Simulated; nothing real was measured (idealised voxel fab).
Proc. module: voxel double patterning
cross-section cut | 260 nm wide | cells 5 nm
When this document writes out a cross-section, it uses a grid of square cells and lists it as bands, beginning at the top and moving down, with a band standing for one or more rows of cells.
For a band, the entry starts with two heights in nm, that of the top and then that of the bottom, and carries on with the band's materials in order from left to right, each alongside its width in nm; the word "throughout" beside a single material means it fills the band edge to edge, and "empty" means empty space.
Heights from 0 (as-received wafer is one material below). Bottom band endless downward, as "0 nm and below".
When a width is written as two numbers, as in "30..40", the first number is the width in the top row of cells of the band and the second is the width in its bottom row, and the width changes by the same amount from each row to the next.
Where a step carries "no modifications", the cross-section came out of it unchanged, cell for cell.
If an empty space has no open way to the top and is at least 8 cells in size, "Trapped voids" lists it, written width x height at distance, where distance is measured from the left edge and every value is in nm.
It should be noted that, on the line of a given step, the content following the step's settings is a remark produced by the simulator itself with respect to that step.
The setting "overlay nm" may be written on the line of a step. When the step uses a mask, the value reports how far to the right of the planned place the mask lay, and a negative value reports that it lay to the left.

PLANNED PROCESS STEPS
| 1 | RECEIVE (material Si) |
| 2 | CONFORMAL_DEP (material SiO2; thk nm 5) |
| 3 | DIRECTIONAL_DEP (material TiN; thk nm 20) |
| 4 | DIRECTIONAL_DEP (material SiCN; thk nm 10) |
| 5 | DIRECTIONAL_DEP (material aC; thk nm 15) |
| 6 | PATTERN (tone open; mask id FIRST; material resist; width nm 15; pitch nm 50; thk nm 30; overlay nm 0) |
| 7 | DIRECTIONAL_ETCH (etch materials aC; depth nm 15) |
| 8 | STRIP (etch materials resist) |
| 9 | DIRECTIONAL_ETCH (etch materials SiCN; depth nm 10) |
| 10 | STRIP (etch materials aC) |
| 11 | MASKED_ETCH (tone open; mask id SECOND; width nm 15; etch materials SiCN; depth nm 10; overlay nm 0) |
| 12 | DIRECTIONAL_ETCH (etch materials TiN; depth nm 20) |
| 13 | STRIP (etch materials SiCN) |

THE FIRST WAFER OF TWO, PROCESSED AS PLANNED

INCOMING WAFER, CROSS-SECTIONAL VIEW, POST STEP 1
	0 nm and below  Si throughout
	Trapped voids: none

CROSS-SECTION: WAFER STATE AFTER STEP 2
	5 nm to 0 nm  SiO2 throughout
	Below 0, the layers are the same as they were.

CROSS-SECTION: WAFER STATE AFTER STEP 3
	25 nm to 5 nm  TiN throughout
	Below 5, the layers are the same as they were.

CROSS-SECTION: WAFER STATE AFTER STEP 4
	35 nm to 25 nm  SiCN throughout
	Below 25, the layers are the same as they were.

CROSS-SECTION: WAFER STATE AFTER STEP 5
	50 nm to 35 nm  aC throughout
	Below 35, the layers are the same as they were.

CROSS-SECTION: WAFER STATE AFTER STEP 6
	80 nm to 50 nm  resist (95)  empty (15)  resist (35)  empty (15)  resist (100)
	Below 50, the layers are the same as they were.

CROSS-SECTION: WAFER STATE AFTER STEP 7
	65 nm to 50 nm  resist (95)  empty (15)  resist (35)  empty (15)  resist (100)
	50 nm to 35 nm  aC (95)  empty (15)  aC (35)  empty (15)  aC (100)
	Below 35, the layers are the same as they were.

CROSS-SECTION: WAFER STATE AFTER STEP 8
	50 nm to 35 nm  aC (95)  empty (15)  aC (35)  empty (15)  aC (100)
	Below 35, the layers are the same as they were.

CROSS-SECTION: WAFER STATE AFTER STEP 9
	50 nm to 35 nm  aC (95)  empty (15)  aC (35)  empty (15)  aC (100)
	35 nm to 25 nm  SiCN (95)  empty (15)  SiCN (35)  empty (15)  SiCN (100)
	Below 25, the layers are the same as they were.

CROSS-SECTION: WAFER STATE AFTER STEP 10
	35 nm to 25 nm  SiCN (95)  empty (15)  SiCN (35)  empty (15)  SiCN (100)
	Below 25, the layers are the same as they were.

CROSS-SECTION: WAFER STATE AFTER STEP 11
	35 nm to 25 nm  SiCN (95)  empty (15)  SiCN (10)  empty (15)  SiCN (10)  empty (15)  SiCN (100)
	Below 25, the layers are the same as they were.

CROSS-SECTION: WAFER STATE AFTER STEP 12
	35 nm to 25 nm  SiCN (95)  empty (15)  SiCN (10)  empty (15)  SiCN (10)  empty (15)  SiCN (100)
	25 nm to 5 nm  TiN (95)  empty (15)  TiN (10)  empty (15)  TiN (10)  empty (15)  TiN (100)
	Below 5, the layers are the same as they were.

CROSS-SECTION: WAFER STATE AFTER STEP 13
	25 nm to 5 nm  TiN (95)  empty (15)  TiN (10)  empty (15)  TiN (10)  empty (15)  TiN (100)
	Below 5, the layers are the same as they were.

NOTES, SECOND WAFER: START = FIRST WAFER'S, PLAN = FIRST WAFER'S, EXECUTION HAD ONE MISTAKE; HISTORY IDENTICAL TO FIRST THROUGH STEP 5

SECOND WAFER PROFILE IN SECTION, AT THE MOMENT STEP 6 OF THE PLAN WAS MEANT TO BE COMPLETE
	80 nm to 50 nm  resist (90)  empty (15)  resist (35)  empty (15)  resist (105)
	Below 50, the layers are the same as they were.

SECOND WAFER PROFILE IN SECTION, AT THE MOMENT STEP 7 OF THE PLAN WAS MEANT TO BE COMPLETE
	65 nm to 50 nm  resist (90)  empty (15)  resist (35)  empty (15)  resist (105)
	50 nm to 35 nm  aC (90)  empty (15)  aC (35)  empty (15)  aC (105)
	Below 35, the layers are the same as they were.

SECOND WAFER PROFILE IN SECTION, AT THE MOMENT STEP 8 OF THE PLAN WAS MEANT TO BE COMPLETE
	50 nm to 35 nm  aC (90)  empty (15)  aC (35)  empty (15)  aC (105)
	Below 35, the layers are the same as they were.

SECOND WAFER PROFILE IN SECTION, AT THE MOMENT STEP 9 OF THE PLAN WAS MEANT TO BE COMPLETE
	50 nm to 35 nm  aC (90)  empty (15)  aC (35)  empty (15)  aC (105)
	35 nm to 25 nm  SiCN (90)  empty (15)  SiCN (35)  empty (15)  SiCN (105)
	Below 25, the layers are the same as they were.

SECOND WAFER PROFILE IN SECTION, AT THE MOMENT STEP 10 OF THE PLAN WAS MEANT TO BE COMPLETE
	35 nm to 25 nm  SiCN (90)  empty (15)  SiCN (35)  empty (15)  SiCN (105)
	Below 25, the layers are the same as they were.

SECOND WAFER PROFILE IN SECTION, AT THE MOMENT STEP 11 OF THE PLAN WAS MEANT TO BE COMPLETE
	35 nm to 25 nm  SiCN (90)  empty (15)  SiCN (15)  empty (15)  SiCN (5)  empty (15)  SiCN (105)
	Below 25, the layers are the same as they were.

SECOND WAFER PROFILE IN SECTION, AT THE MOMENT STEP 12 OF THE PLAN WAS MEANT TO BE COMPLETE
	35 nm to 25 nm  SiCN (90)  empty (15)  SiCN (15)  empty (15)  SiCN (5)  empty (15)  SiCN (105)
	25 nm to 5 nm  TiN (90)  empty (15)  TiN (15)  empty (15)  TiN (5)  empty (15)  TiN (105)
	Below 5, the layers are the same as they were.

SECOND WAFER PROFILE IN SECTION, AT THE MOMENT STEP 13 OF THE PLAN WAS MEANT TO BE COMPLETE
	25 nm to 5 nm  TiN (90)  empty (15)  TiN (15)  empty (15)  TiN (5)  empty (15)  TiN (105)
	Below 5, the layers are the same as they were.
Where did the run depart from the plan? step 6 ran with different settings than intended, the actual operation and settings being PATTERN (tone open; mask id FIRST; material resist; width nm 15; pitch nm 50; thk nm 30; overlay nm -5)
At the end, the second wafer has the same number of cells of each material as the first, but those cells sit in other places.
